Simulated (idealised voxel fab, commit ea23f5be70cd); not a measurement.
Title: Process Module voxel wiring stack
This is section cut - it's 245 nm across, gridded in 5 nm square cells.
Cross-section, as written here: a square-cell grid given band by band from the top down, where a band holds one or more rows of cells.
Band: top height; bottom height; in nm. Then, left to right: material with width in nm, for each material. "all across": a single material spanning edge to edge. "empty": empty space.
A quick word on heights: they are counted from 0, and under that level the wafer as it came to us is one material throughout. The lowest band is different from the rest in having no bottom; it simply continues downward, written as in "0 and below".
With a width like "30->40", each row of cells in the band differs from the next by the same amount, the top row carrying the first number and the bottom row the second.
When a step is marked "nothing changed", none of the cells in the cross-section changed during that step.
In "Enclosed empty spaces" the enclosed voids are listed, meaning empty spaces of 8 cells or larger without any opening to the top. The form is width x height at distance, distance from the left edge, units nm.
Heads up: the bit after the settings on a step's line is the simulator's remark on that step.
What "overlay nm" on a step's line means: if the step has a mask, that mask lay this far to the right of its planned place, or, when the value is negative, to the left.
Heads up before you read on: it's before/after pairs around one process step each, after side only down to the lowest band that changed, step plus settings under the pair. Pairs can be from different runs of this module, same starting wafer, so only chain a pair onto the one above if its "Pre-step cross-section" entry says so.

[Pre-step cross-section]
0 and below: Si all across
Enclosed empty spaces: none

[Cross-Section Thereafter]
15 down to 0: SiO2 all across
Lower than 0, everything is as it was.
Enclosed empty spaces: none
Step sandwiched between the two cross-sections above: CONFORMAL_DEP,material SiO2,thk nm 15

Pre-step cross-section: no separate figure, the pair right above already shows it after its step.

[Cross-Section Thereafter]
20 down to 15: TiN all across
Lower than 15, everything is as it was.
Enclosed empty spaces: none
Step sandwiched between the two cross-sections above: DIRECTIONAL_DEP,material TiN,thk nm 5

Pre-step cross-section: no separate figure, the pair right above already shows it after its step.

[Cross-Section Thereafter]
45 down to 20: W all across
Lower than 20, everything is as it was.
Enclosed empty spaces: none
Step sandwiched between the two cross-sections above: DIRECTIONAL_DEP,material W,thk nm 25

Pre-step cross-section: no separate figure, the pair right above already shows it after its step.

[Cross-Section Thereafter]
45 down to 20: 85 of empty, then 25 of W, then 25 of empty, then 25 of W, then 85 of empty
Lower than 20, everything is as it was.
Enclosed empty spaces: none
Step sandwiched between the two cross-sections above: MASKED_ETCH,tone cover,mask id METAL_1,width nm 25,pitch nm 50,etch materials W,depth nm 25,overlay nm 0

Pre-step cross-section: no separate figure, the pair right above already shows it after its step.

[Cross-Section Thereafter]
45 down to 20: 85 of empty, then 25 of W, then 25 of empty, then 25 of W, then 85 of empty
20 down to 15: 85 of empty, then 25 of TiN, then 25 of empty, then 25 of TiN, then 85 of empty
Lower than 15, everything is as it was.
Enclosed empty spaces: none
Step sandwiched between the two cross-sections above: MASKED_ETCH,tone cover,mask id METAL_1,width nm 25,pitch nm 50,etch materials TiN,depth nm 5,overlay nm 0

Pre-step cross-section: no separate figure, the pair right above already shows it after its step.

[Cross-Section Thereafter]
50 down to 45: 80 of empty, then 35 of SiN, then 15 of empty, then 35 of SiN, then 80 of empty
45 down to 20: 80 of empty, then 5 of SiN, then 25 of W, then 5 of SiN, then 15 of empty, then 5 of SiN, then 25 of W, then 5 of SiN, then 80 of empty
20 down to 15: 85 of SiN, then 25 of TiN, then 25 of SiN, then 25 of TiN, then 85 of SiN
Lower than 15, everything is as it was.
Enclosed empty spaces: none
Step sandwiched between the two cross-sections above: CONFORMAL_DEP,material SiN,thk nm 5

Pre-step cross-section: no separate figure, the pair right above already shows it after its step.

[Cross-Section Thereafter]
55 down to 50: SiO2 all across
50 down to 45: 80 of SiO2, then 35 of SiN, then 15 of SiO2, then 35 of SiN, then 80 of SiO2
45 down to 20: 80 of SiO2, then 5 of SiN, then 25 of W, then 5 of SiN, then 15 of SiO2, then 5 of SiN, then 25 of W, then 5 of SiN, then 80 of SiO2
Lower than 20, everything is as it was.
Enclosed empty spaces: none
Step sandwiched between the two cross-sections above: FILL_DEP,material SiO2,thk nm 5

Pre-step cross-section: no separate figure, the pair right above already shows it after its step.

[Cross-Section Thereafter]
45 down to 20: 80 of SiO2, then 5 of SiN, then 25 of W, then 5 of SiN, then 15 of SiO2, then 5 of SiN, then 25 of W, then 5 of SiN, then 80 of SiO2
Lower than 20, everything is as it was.
Enclosed empty spaces: none
Step sandwiched between the two cross-sections above: CMP,height nm 45

Pre-step cross-section: no separate figure, the pair right above already shows it after its step.

[Cross-Section Thereafter]
50 down to 45: SiCN all across
Lower than 45, everything is as it was.
Enclosed empty spaces: none
Step sandwiched between the two cross-sections above: CONFORMAL_DEP,material SiCN,thk nm 5

Pre-step cross-section: no separate figure, the pair right above already shows it after its step.

[Cross-Section Thereafter]
65 down to 50: lowk all across
Lower than 50, everything is as it was.
Enclosed empty spaces: none
Step sandwiched between the two cross-sections above: DIRECTIONAL_DEP,material lowk,thk nm 15

Pre-step cross-section: no separate figure, the pair right above already shows it after its step.

[Cross-Section Thereafter]
80 down to 65: aC all across
Lower than 65, everything is as it was.
Enclosed empty spaces: none
Step sandwiched between the two cross-sections above: DIRECTIONAL_DEP,material aC,thk nm 15

Pre-step cross-section: no separate figure, the pair right above already shows it after its step.

[Cross-Section Thereafter]
115 down to 80: 85 of resist, then 15 of empty, then 145 of resist
Lower than 80, everything is as it was.
Enclosed empty spaces: none
Step sandwiched between the two cross-sections above: PATTERN,tone open,mask id PLUG_1,material resist,width nm 15,thk nm 35,overlay nm 0

Pre-step cross-section: no separate figure, the pair right above already shows it after its step.

[Cross-Section Thereafter]
100 down to 80: 85 of resist, then 15 of empty, then 145 of resist
80 down to 65: 85 of aC, then 15 of empty, then 145 of aC
Lower than 65, everything is as it was.
Enclosed empty spaces: none
Step sandwiched between the two cross-sections above: DIRECTIONAL_ETCH,etch materials aC,depth nm 15

Pre-step cross-section: no separate figure, the pair right above already shows it after its step.

[Cross-Section Thereafter]
80 down to 65: 85 of aC, then 15 of empty, then 145 of aC
Lower than 65, everything is as it was.
Enclosed empty spaces: none
Step sandwiched between the two cross-sections above: STRIP,etch materials resist

Pre-step cross-section: no separate figure, the pair right above already shows it after its step.

[Cross-Section Thereafter]
80 down to 65: 85 of aC, then 15 of empty, then 145 of aC
65 down to 50: 85 of lowk, then 15 of empty, then 145 of lowk
Lower than 50, everything is as it was.
Enclosed empty spaces: none
Step sandwiched between the two cross-sections above: DIRECTIONAL_ETCH,etch materials lowk,depth nm 15

Pre-step cross-section: no separate figure, the pair right above already shows it after its step.

[Cross-Section Thereafter]
80 down to 65: 85 of aC, then 15 of empty, then 145 of aC
65 down to 50: 85 of lowk, then 15 of empty, then 145 of lowk
50 down to 45: 85 of SiCN, then 15 of empty, then 145 of SiCN
Lower than 45, everything is as it was.
Enclosed empty spaces: none
Step sandwiched between the two cross-sections above: DIRECTIONAL_ETCH,etch materials SiCN,depth nm 5

Pre-step cross-section: no separate figure, the pair right above already shows it after its step.

[Cross-Section Thereafter]
65 down to 50: 85 of lowk, then 15 of empty, then 145 of lowk
Lower than 50, everything is as it was.
Enclosed empty spaces: none
Step sandwiched between the two cross-sections above: STRIP,etch materials aC

Pre-step cross-section: no separate figure, the pair right above already shows it after its step.

[Cross-Section Thereafter]
65 down to 55: 85 of lowk, then 15 of empty, then 145 of lowk
55 down to 50: 85 of lowk, then 15 of Ru, then 145 of lowk
50 down to 45: 85 of SiCN, then 15 of Ru, then 145 of SiCN
Lower than 45, everything is as it was.
Enclosed empty spaces: none
Step sandwiched between the two cross-sections above: EPI,material Ru,thk nm 10

Pre-step cross-section: no separate figure, the pair right above already shows it after its step.

[Cross-Section Thereafter]
65 down to 50: 85 of lowk, then 15 of Ru, then 145 of lowk
Lower than 50, everything is as it was.
Enclosed empty spaces: none
Step sandwiched between the two cross-sections above: EPI,material Ru,thk nm 10

Pre-step cross-section: no separate figure, the pair right above already shows it after its step.

[Cross-Section Thereafter]
70 down to 65: TiN all across
Lower than 65, everything is as it was.
Enclosed empty spaces: none
Step sandwiched between the two cross-sections above: DIRECTIONAL_DEP,material TiN,thk nm 5

Pre-step cross-section: no separate figure, the pair right above already shows it after its step.

[Cross-Section Thereafter]
90 down to 70: W all across
Lower than 70, everything is as it was.
Enclosed empty spaces: none
Step sandwiched between the two cross-sections above: DIRECTIONAL_DEP,material W,thk nm 20

Pre-step cross-section: no separate figure, the pair right above already shows it after its step.

[Cross-Section Thereafter]
105 down to 90: 85 of empty, then 25 of resist, then 25 of empty, then 25 of resist, then 85 of empty
Lower than 90, everything is as it was.
Enclosed empty spaces: none
Step sandwiched between the two cross-sections above: PATTERN,tone cover,mask id METAL_2,material resist,width nm 25,pitch nm 50,thk nm 15,overlay nm 0

Pre-step cross-section: no separate figure, the pair right above already shows it after its step.

[Cross-Section Thereafter]
105 down to 90: 85 of empty, then 25 of resist, then 25 of empty, then 25 of resist, then 85 of empty
90 down to 70: 85 of empty, then 25 of W, then 25 of empty, then 25 of W, then 85 of empty
Lower than 70, everything is as it was.
Enclosed empty spaces: none
Step sandwiched between the two cross-sections above: DIRECTIONAL_ETCH,etch materials W,depth nm 20

Pre-step cross-section: no separate figure, the pair right above already shows it after its step.

[Cross-Section Thereafter]
105 down to 90: 85 of empty, then 25 of resist, then 25 of empty, then 25 of resist, then 85 of empty
90 down to 70: 85 of empty, then 25 of W, then 25 of empty, then 25 of W, then 85 of empty
70 down to 65: 85 of empty, then 25 of TiN, then 25 of empty, then 25 of TiN, then 85 of empty
Lower than 65, everything is as it was.
Enclosed empty spaces: none
Step sandwiched between the two cross-sections above: DIRECTIONAL_ETCH,etch materials TiN,depth nm 5

Pre-step cross-section: no separate figure, the pair right above already shows it after its step.

[Cross-Section Thereafter]
90 down to 70: 85 of empty, then 25 of W, then 25 of empty, then 25 of W, then 85 of empty
Lower than 70, everything is as it was.
Enclosed empty spaces: none
Step sandwiched between the two cross-sections above: STRIP,etch materials resist

Pre-step cross-section: no separate figure, the pair right above already shows it after its step.

[Cross-Section Thereafter]
95 down to 90: 80 of empty, then 35 of SiCN, then 15 of empty, then 35 of SiCN, then 80 of empty
90 down to 70: 80 of empty, then 5 of SiCN, then 25 of W, then 5 of SiCN, then 15 of empty, then 5 of SiCN, then 25 of W, then 5 of SiCN, then 80 of empty
70 down to 65: 85 of SiCN, then 25 of TiN, then 25 of SiCN, then 25 of TiN, then 85 of SiCN
Lower than 65, everything is as it was.
Enclosed empty spaces: none
Step sandwiched between the two cross-sections above: CONFORMAL_DEP,material SiCN,thk nm 5

Pre-step cross-section: no separate figure, the pair right above already shows it after its step.

[Cross-Section Thereafter]
100 down to 95: SiO2 all across
95 down to 90: 80 of SiO2, then 35 of SiCN, then 15 of SiO2, then 35 of SiCN, then 80 of SiO2
90 down to 70: 80 of SiO2, then 5 of SiCN, then 25 of W, then 5 of SiCN, then 15 of SiO2, then 5 of SiCN, then 25 of W, then 5 of SiCN, then 80 of SiO2
Lower than 70, everything is as it was.
Enclosed empty spaces: none
Step sandwiched between the two cross-sections above: FILL_DEP,material SiO2,thk nm 5

Pre-step cross-section: no separate figure, the pair right above already shows it after its step.

[Cross-Section Thereafter]
90 down to 70: 80 of SiO2, then 5 of SiCN, then 25 of W, then 5 of SiCN, then 15 of SiO2, then 5 of SiCN, then 25 of W, then 5 of SiCN, then 80 of SiO2
Lower than 70, everything is as it was.
Enclosed empty spaces: none
Step sandwiched between the two cross-sections above: CMP,height nm 90

Pre-step cross-section: no separate figure, the pair right above already shows it after its step.

[Cross-Section Thereafter]
95 down to 90: SiCN all across
Lower than 90, everything is as it was.
Enclosed empty spaces: none
Step sandwiched between the two cross-sections above: CONFORMAL_DEP,material SiCN,thk nm 5

Pre-step cross-section: no separate figure, the pair right above already shows it after its step.

[Cross-Section Thereafter]
125 down to 95: lowk all across
Lower than 95, everything is as it was.
Enclosed empty spaces: none
Step sandwiched between the two cross-sections above: DIRECTIONAL_DEP,material lowk,thk nm 30

Pre-step cross-section: no separate figure, the pair right above already shows it after its step.

[Cross-Section Thereafter]
125 down to 110: 85 of lowk, then 25 of empty, then 25 of lowk, then 25 of empty, then 85 of lowk
Lower than 110, everything is as it was.
Enclosed empty spaces: none
Step sandwiched between the two cross-sections above: MASKED_ETCH,tone open,mask id METAL_3,width nm 25,pitch nm 50,etch materials lowk,depth nm 15,overlay nm 0

Pre-step cross-section: no separate figure, the pair right above already shows it after its step.

[Cross-Section Thereafter]
140 down to 125: 85 of resist, then 15 of empty, then 145 of resist
125 down to 110: 85 of lowk, then 15 of empty, then 10 of resist, then 25 of lowk, then 25 of resist, then 85 of lowk
Lower than 110, everything is as it was.
Enclosed empty spaces: none
Step sandwiched between the two cross-sections above: PATTERN,tone open,mask id METAL_3_HOLES,material resist,width nm 15,thk nm 15,overlay nm 0

Pre-step cross-section: no separate figure, the pair right above already shows it after its step.

[Cross-Section Thereafter]
140 down to 125: 85 of resist, then 15 of empty, then 145 of resist
125 down to 110: 85 of lowk, then 15 of empty, then 10 of resist, then 25 of lowk, then 25 of resist, then 85 of lowk
110 down to 95: 85 of lowk, then 15 of empty, then 145 of lowk
Lower than 95, everything is as it was.
Enclosed empty spaces: none
Step sandwiched between the two cross-sections above: DIRECTIONAL_ETCH,etch materials lowk,depth nm 15

Pre-step cross-section: no separate figure, the pair right above already shows it after its step.

[Cross-Section Thereafter]
140 down to 125: 85 of resist, then 15 of empty, then 145 of resist
125 down to 110: 85 of lowk, then 15 of empty, then 10 of resist, then 25 of lowk, then 25 of resist, then 85 of lowk
110 down to 95: 85 of lowk, then 15 of empty, then 145 of lowk
95 down to 90: 85 of SiCN, then 15 of empty, then 145 of SiCN
Lower than 90, everything is as it was.
Enclosed empty spaces: none
Step sandwiched between the two cross-sections above: DIRECTIONAL_ETCH,etch materials SiCN,depth nm 5

Pre-step cross-section: no separate figure, the pair right above already shows it after its step.

[Cross-Section Thereafter]
125 down to 110: 85 of lowk, then 25 of empty, then 25 of lowk, then 25 of empty, then 85 of lowk
Lower than 110, everything is as it was.
Enclosed empty spaces: none
Step sandwiched between the two cross-sections above: STRIP,etch materials resist

Pre-step cross-section: no separate figure, the pair right above already shows it after its step.

[Cross-Section Thereafter]
130 down to 125: 90 of TiN, then 15 of empty, then 35 of TiN, then 15 of empty, then 90 of TiN
125 down to 115: 85 of lowk, then 5 of TiN, then 15 of empty, then 5 of TiN, then 25 of lowk, then 5 of TiN, then 15 of empty, then 5 of TiN, then 85 of lowk
115 down to 110: 85 of lowk, then 5 of TiN, then 5 of empty, then 15 of TiN, then 25 of lowk, then 25 of TiN, then 85 of lowk
110 down to 95: 85 of lowk, then 5 of TiN, then 5 of empty, then 5 of TiN, then 145 of lowk
95 down to 90: 85 of SiCN, then 15 of TiN, then 145 of SiCN
Lower than 90, everything is as it was.
Enclosed empty spaces: none
Step sandwiched between the two cross-sections above: CONFORMAL_DEP,material TiN,thk nm 5

Pre-step cross-section: no separate figure, the pair right above already shows it after its step.

[Cross-Section Thereafter]
140 down to 130: Cu all across
130 down to 125: 90 of TiN, then 15 of Cu, then 35 of TiN, then 15 of Cu, then 90 of TiN
125 down to 115: 85 of lowk, then 5 of TiN, then 15 of Cu, then 5 of TiN, then 25 of lowk, then 5 of TiN, then 15 of Cu, then 5 of TiN, then 85 of lowk
115 down to 110: 85 of lowk, then 5 of TiN, then 5 of Cu, then 15 of TiN, then 25 of lowk, then 25 of TiN, then 85 of lowk
110 down to 95: 85 of lowk, then 5 of TiN, then 5 of Cu, then 5 of TiN, then 145 of lowk
Lower than 95, everything is as it was.
Enclosed empty spaces: none
Step sandwiched between the two cross-sections above: FILL_DEP,material Cu,thk nm 10

Pre-step cross-section: no separate figure, the pair right above already shows it after its step.

[Cross-Section Thereafter]
125 down to 115: 85 of lowk, then 5 of TiN, then 15 of Cu, then 5 of TiN, then 25 of lowk, then 5 of TiN, then 15 of Cu, then 5 of TiN, then 85 of lowk
Lower than 115, everything is as it was.
Enclosed empty spaces: none
Step sandwiched between the two cross-sections above: CMP,height nm 125

Pre-step cross-section: no separate figure, the pair right above already shows it after its step.

[Cross-Section Thereafter]
130 down to 125: SiCN all across
Lower than 125, everything is as it was.
Enclosed empty spaces: none
Step sandwiched between the two cross-sections above: CONFORMAL_DEP,material SiCN,thk nm 5

[Pre-step cross-section]
65 down to 50: 85 of lowk, then 15 of Ru, then 145 of lowk
50 down to 45: 85 of SiCN, then 15 of Ru, then 145 of SiCN
45 down to 20: 80 of SiO2, then 5 of SiN, then 25 of W, then 5 of SiN, then 15 of SiO2, then 5 of SiN, then 25 of W, then 5 of SiN, then 80 of SiO2
20 down to 15: 85 of SiN, then 25 of TiN, then 25 of SiN, then 25 of TiN, then 85 of SiN
15 down to 0: SiO2 all across
0 and below: Si all across
Enclosed empty spaces: none

[Cross-Section Thereafter]
85 down to 65: W all across
Lower than 65, everything is as it was.
Enclosed empty spaces: none
Step sandwiched between the two cross-sections above: DIRECTIONAL_DEP,material W,thk nm 20

Pre-step cross-section: no separate figure, the pair right above already shows it after its step.

[Cross-Section Thereafter]
100 down to 85: 85 of empty, then 25 of resist, then 25 of empty, then 25 of resist, then 85 of empty
Lower than 85, everything is as it was.
Enclosed empty spaces: none
Step sandwiched between the two cross-sections above: PATTERN,tone cover,mask id METAL_2,material resist,width nm 25,pitch nm 50,thk nm 15,overlay nm 0

Pre-step cross-section: no separate figure, the pair right above already shows it after its step.

[Cross-Section Thereafter]
100 down to 85: 85 of empty, then 25 of resist, then 25 of empty, then 25 of resist, then 85 of empty
85 down to 65: 85 of empty, then 25 of W, then 25 of empty, then 25 of W, then 85 of empty
Lower than 65, everything is as it was.
Enclosed empty spaces: none
Step sandwiched between the two cross-sections above: DIRECTIONAL_ETCH,etch materials W,depth nm 20

Pre-step cross-section: no separate figure, the pair right above already shows it after its step.

[Cross-Section Thereafter]
85 down to 65: 85 of empty, then 25 of W, then 25 of empty, then 25 of W, then 85 of empty
Lower than 65, everything is as it was.
Enclosed empty spaces: none
Step sandwiched between the two cross-sections above: STRIP,etch materials resist

Pre-step cross-section: no separate figure, the pair right above already shows it after its step.

[Cross-Section Thereafter]
90 down to 85: 80 of empty, then 35 of SiCN, then 15 of empty, then 35 of SiCN, then 80 of empty
85 down to 70: 80 of empty, then 5 of SiCN, then 25 of W, then 5 of SiCN, then 15 of empty, then 5 of SiCN, then 25 of W, then 5 of SiCN, then 80 of empty
70 down to 65: 85 of SiCN, then 25 of W, then 25 of SiCN, then 25 of W, then 85 of SiCN
Lower than 65, everything is as it was.
Enclosed empty spaces: none
Step sandwiched between the two cross-sections above: CONFORMAL_DEP,material SiCN,thk nm 5

Pre-step cross-section: no separate figure, the pair right above already shows it after its step.

[Cross-Section Thereafter]
95 down to 90: SiO2 all across
90 down to 85: 80 of SiO2, then 35 of SiCN, then 15 of SiO2, then 35 of SiCN, then 80 of SiO2
85 down to 70: 80 of SiO2, then 5 of SiCN, then 25 of W, then 5 of SiCN, then 15 of SiO2, then 5 of SiCN, then 25 of W, then 5 of SiCN, then 80 of SiO2
Lower than 70, everything is as it was.
Enclosed empty spaces: none
Step sandwiched between the two cross-sections above: FILL_DEP,material SiO2,thk nm 5

Pre-step cross-section: no separate figure, the pair right above already shows it after its step.

[Cross-Section Thereafter]
90 down to 85: 80 of SiO2, then 35 of SiCN, then 15 of SiO2, then 35 of SiCN, then 80 of SiO2
Lower than 85, everything is as it was.
Enclosed empty spaces: none
Step sandwiched between the two cross-sections above: CMP,height nm 90

Pre-step cross-section: no separate figure, the pair right above already shows it after its step.

[Cross-Section Thereafter]
95 down to 90: SiCN all across
Lower than 90, everything is as it was.
Enclosed empty spaces: none
Step sandwiched between the two cross-sections above: CONFORMAL_DEP,material SiCN,thk nm 5

Pre-step cross-section: no separate figure, the pair right above already shows it after its step.

[Cross-Section Thereafter]
125 down to 95: lowk all across
Lower than 95, everything is as it was.
Enclosed empty spaces: none
Step sandwiched between the two cross-sections above: DIRECTIONAL_DEP,material lowk,thk nm 30

Pre-step cross-section: no separate figure, the pair right above already shows it after its step.

[Cross-Section Thereafter]
125 down to 110: 85 of lowk, then 25 of empty, then 25 of lowk, then 25 of empty, then 85 of lowk
Lower than 110, everything is as it was.
Enclosed empty spaces: none
Step sandwiched between the two cross-sections above: MASKED_ETCH,tone open,mask id METAL_3,width nm 25,pitch nm 50,etch materials lowk,depth nm 15,overlay nm 0

Pre-step cross-section: no separate figure, the pair right above already shows it after its step.

[Cross-Section Thereafter]
140 down to 125: 85 of resist, then 15 of empty, then 145 of resist
125 down to 110: 85 of lowk, then 15 of empty, then 10 of resist, then 25 of lowk, then 25 of resist, then 85 of lowk
Lower than 110, everything is as it was.
Enclosed empty spaces: none
Step sandwiched between the two cross-sections above: PATTERN,tone open,mask id METAL_3_HOLES,material resist,width nm 15,thk nm 15,overlay nm 0

Pre-step cross-section: no separate figure, the pair right above already shows it after its step.

[Cross-Section Thereafter]
140 down to 125: 85 of resist, then 15 of empty, then 145 of resist
125 down to 110: 85 of lowk, then 15 of empty, then 10 of resist, then 25 of lowk, then 25 of resist, then 85 of lowk
110 down to 95: 85 of lowk, then 15 of empty, then 145 of lowk
Lower than 95, everything is as it was.
Enclosed empty spaces: none
Step sandwiched between the two cross-sections above: DIRECTIONAL_ETCH,etch materials lowk,depth nm 15

Pre-step cross-section: no separate figure, the pair right above already shows it after its step.

[Cross-Section Thereafter]
140 down to 125: 85 of resist, then 15 of empty, then 145 of resist
125 down to 110: 85 of lowk, then 15 of empty, then 10 of resist, then 25 of lowk, then 25 of resist, then 85 of lowk
110 down to 95: 85 of lowk, then 15 of empty, then 145 of lowk
95 down to 90: 85 of SiCN, then 15 of empty, then 145 of SiCN
Lower than 90, everything is as it was.
Enclosed empty spaces: none
Step sandwiched between the two cross-sections above: DIRECTIONAL_ETCH,etch materials SiCN,depth nm 5

Pre-step cross-section: no separate figure, the pair right above already shows it after its step.

[Cross-Section Thereafter]
125 down to 110: 85 of lowk, then 25 of empty, then 25 of lowk, then 25 of empty, then 85 of lowk
Lower than 110, everything is as it was.
Enclosed empty spaces: none
Step sandwiched between the two cross-sections above: STRIP,etch materials resist

Pre-step cross-section: no separate figure, the pair right above already shows it after its step.

[Cross-Section Thereafter]
130 down to 125: 90 of TiN, then 15 of empty, then 35 of TiN, then 15 of empty, then 90 of TiN
125 down to 115: 85 of lowk, then 5 of TiN, then 15 of empty, then 5 of TiN, then 25 of lowk, then 5 of TiN, then 15 of empty, then 5 of TiN, then 85 of lowk
115 down to 110: 85 of lowk, then 5 of TiN, then 5 of empty, then 15 of TiN, then 25 of lowk, then 25 of TiN, then 85 of lowk
110 down to 95: 85 of lowk, then 5 of TiN, then 5 of empty, then 5 of TiN, then 145 of lowk
95 down to 90: 85 of SiCN, then 15 of TiN, then 145 of SiCN
Lower than 90, everything is as it was.
Enclosed empty spaces: none
Step sandwiched between the two cross-sections above: CONFORMAL_DEP,material TiN,thk nm 5

Pre-step cross-section: no separate figure, the pair right above already shows it after its step.

[Cross-Section Thereafter]
140 down to 130: Cu all across
130 down to 125: 90 of TiN, then 15 of Cu, then 35 of TiN, then 15 of Cu, then 90 of TiN
125 down to 115: 85 of lowk, then 5 of TiN, then 15 of Cu, then 5 of TiN, then 25 of lowk, then 5 of TiN, then 15 of Cu, then 5 of TiN, then 85 of lowk
115 down to 110: 85 of lowk, then 5 of TiN, then 5 of Cu, then 15 of TiN, then 25 of lowk, then 25 of TiN, then 85 of lowk
110 down to 95: 85 of lowk, then 5 of TiN, then 5 of Cu, then 5 of TiN, then 145 of lowk
Lower than 95, everything is as it was.
Enclosed empty spaces: none
Step sandwiched between the two cross-sections above: FILL_DEP,material Cu,thk nm 10

Pre-step cross-section: no separate figure, the pair right above already shows it after its step.

[Cross-Section Thereafter]
125 down to 115: 85 of lowk, then 5 of TiN, then 15 of Cu, then 5 of TiN, then 25 of lowk, then 5 of TiN, then 15 of Cu, then 5 of TiN, then 85 of lowk
Lower than 115, everything is as it was.
Enclosed empty spaces: none
Step sandwiched between the two cross-sections above: CMP,height nm 125

Pre-step cross-section: no separate figure, the pair right above already shows it after its step.

[Cross-Section Thereafter]
130 down to 125: SiCN all across
Lower than 125, everything is as it was.
Enclosed empty spaces: none
Step sandwiched between the two cross-sections above: CONFORMAL_DEP,material SiCN,thk nm 5

[Pre-step cross-section]
125 down to 95: lowk all across
95 down to 90: SiCN all across
90 down to 70: 80 of SiO2, then 5 of SiCN, then 25 of W, then 5 of SiCN, then 15 of SiO2, then 5 of SiCN, then 25 of W, then 5 of SiCN, then 80 of SiO2
70 down to 65: 85 of SiCN, then 25 of TiN, then 25 of SiCN, then 25 of TiN, then 85 of SiCN
65 down to 50: 85 of lowk, then 15 of Ru, then 145 of lowk
50 down to 45: 85 of SiCN, then 15 of Ru, then 145 of SiCN
45 down to 20: 80 of SiO2, then 5 of SiN, then 25 of W, then 5 of SiN, then 15 of SiO2, then 5 of SiN, then 25 of W, then 5 of SiN, then 80 of SiO2
20 down to 15: 85 of SiN, then 25 of TiN, then 25 of SiN, then 25 of TiN, then 85 of SiN
15 down to 0: SiO2 all across
0 and below: Si all across
Enclosed empty spaces: none

[Cross-Section Thereafter]
155 down to 95: lowk all across
Lower than 95, everything is as it was.
Enclosed empty spaces: none
Step sandwiched between the two cross-sections above: DIRECTIONAL_DEP,material lowk,thk nm 30

Pre-step cross-section: no separate figure, the pair right above already shows it after its step.

[Cross-Section Thereafter]
155 down to 140: 85 of lowk, then 25 of empty, then 25 of lowk, then 25 of empty, then 85 of lowk
Lower than 140, everything is as it was.
Enclosed empty spaces: none
Step sandwiched between the two cross-sections above: MASKED_ETCH,tone open,mask id METAL_3,width nm 25,pitch nm 50,etch materials lowk,depth nm 15,overlay nm 0

Pre-step cross-section: no separate figure, the pair right above already shows it after its step.

[Cross-Section Thereafter]
170 down to 155: 85 of resist, then 15 of empty, then 145 of resist
155 down to 140: 85 of lowk, then 15 of empty, then 10 of resist, then 25 of lowk, then 25 of resist, then 85 of lowk
Lower than 140, everything is as it was.
Enclosed empty spaces: none
Step sandwiched between the two cross-sections above: PATTERN,tone open,mask id METAL_3_HOLES,material resist,width nm 15,thk nm 15,overlay nm 0

Pre-step cross-section: no separate figure, the pair right above already shows it after its step.

[Cross-Section Thereafter]
170 down to 155: 85 of resist, then 15 of empty, then 145 of resist
155 down to 140: 85 of lowk, then 15 of empty, then 10 of resist, then 25 of lowk, then 25 of resist, then 85 of lowk
140 down to 125: 85 of lowk, then 15 of empty, then 145 of lowk
Lower than 125, everything is as it was.
Enclosed empty spaces: none
Step sandwiched between the two cross-sections above: DIRECTIONAL_ETCH,etch materials lowk,depth nm 15

Pre-step cross-section: no separate figure, the pair right above already shows it after its step.

[Cross-Section Thereafter]
155 down to 140: 85 of lowk, then 25 of empty, then 25 of lowk, then 25 of empty, then 85 of lowk
Lower than 140, everything is as it was.
Enclosed empty spaces: none
Step sandwiched between the two cross-sections above: STRIP,etch materials resist

Pre-step cross-section: no separate figure, the pair right above already shows it after its step.

[Cross-Section Thereafter]
160 down to 155: 90 of TiN, then 15 of empty, then 35 of TiN, then 15 of empty, then 90 of TiN
155 down to 145: 85 of lowk, then 5 of TiN, then 15 of empty, then 5 of TiN, then 25 of lowk, then 5 of TiN, then 15 of empty, then 5 of TiN, then 85 of lowk
145 down to 140: 85 of lowk, then 5 of TiN, then 5 of empty, then 15 of TiN, then 25 of lowk, then 25 of TiN, then 85 of lowk
140 down to 130: 85 of lowk, then 5 of TiN, then 5 of empty, then 5 of TiN, then 145 of lowk
130 down to 125: 85 of lowk, then 15 of TiN, then 145 of lowk
Lower than 125, everything is as it was.
Enclosed empty spaces: none
Step sandwiched between the two cross-sections above: CONFORMAL_DEP,material TiN,thk nm 5

Pre-step cross-section: no separate figure, the pair right above already shows it after its step.

[Cross-Section Thereafter]
170 down to 160: Cu all across
160 down to 155: 90 of TiN, then 15 of Cu, then 35 of TiN, then 15 of Cu, then 90 of TiN
155 down to 145: 85 of lowk, then 5 of TiN, then 15 of Cu, then 5 of TiN, then 25 of lowk, then 5 of TiN, then 15 of Cu, then 5 of TiN, then 85 of lowk
145 down to 140: 85 of lowk, then 5 of TiN, then 5 of Cu, then 15 of TiN, then 25 of lowk, then 25 of TiN, then 85 of lowk
140 down to 130: 85 of lowk, then 5 of TiN, then 5 of Cu, then 5 of TiN, then 145 of lowk
Lower than 130, everything is as it was.
Enclosed empty spaces: none
Step sandwiched between the two cross-sections above: FILL_DEP,material Cu,thk nm 10

Pre-step cross-section: no separate figure, the pair right above already shows it after its step.

[Cross-Section Thereafter]
125 down to 95: lowk all across
Lower than 95, everything is as it was.
Enclosed empty spaces: none
Step sandwiched between the two cross-sections above: CMP,height nm 125

Pre-step cross-section: no separate figure, the pair right above already shows it after its step.

[Cross-Section Thereafter]
130 down to 125: SiCN all across
Lower than 125, everything is as it was.
Enclosed empty spaces: none
Step sandwiched between the two cross-sections above: CONFORMAL_DEP,material SiCN,thk nm 5

[Pre-step cross-section]
65 down to 55: 85 of lowk, then 15 of empty, then 145 of lowk
55 down to 50: 85 of lowk, then 15 of Ru, then 145 of lowk
50 down to 45: 85 of SiCN, then 15 of Ru, then 145 of SiCN
45 down to 20: 80 of SiO2, then 5 of SiN, then 25 of W, then 5 of SiN, then 15 of SiO2, then 5 of SiN, then 25 of W, then 5 of SiN, then 80 of SiO2
20 down to 15: 85 of SiN, then 25 of TiN, then 25 of SiN, then 25 of TiN, then 85 of SiN
15 down to 0: SiO2 all across
0 and below: Si all across
Enclosed empty spaces: none

[Cross-Section Thereafter]
70 down to 65: 85 of TiN, then 15 of empty, then 145 of TiN
65 down to 60: 85 of lowk, then 15 of empty, then 145 of lowk
60 down to 55: 85 of lowk, then 15 of TiN, then 145 of lowk
Lower than 55, everything is as it was.
Enclosed empty spaces: none
Step sandwiched between the two cross-sections above: DIRECTIONAL_DEP,material TiN,thk nm 5

Pre-step cross-section: no separate figure, the pair right above already shows it after its step.

[Cross-Section Thereafter]
80 down to 70: Ru all across
70 down to 65: 85 of TiN, then 15 of Ru, then 145 of TiN
65 down to 60: 85 of lowk, then 15 of Ru, then 145 of lowk
Lower than 60, everything is as it was.
Enclosed empty spaces: none
Step sandwiched between the two cross-sections above: EPI,material Ru,thk nm 10
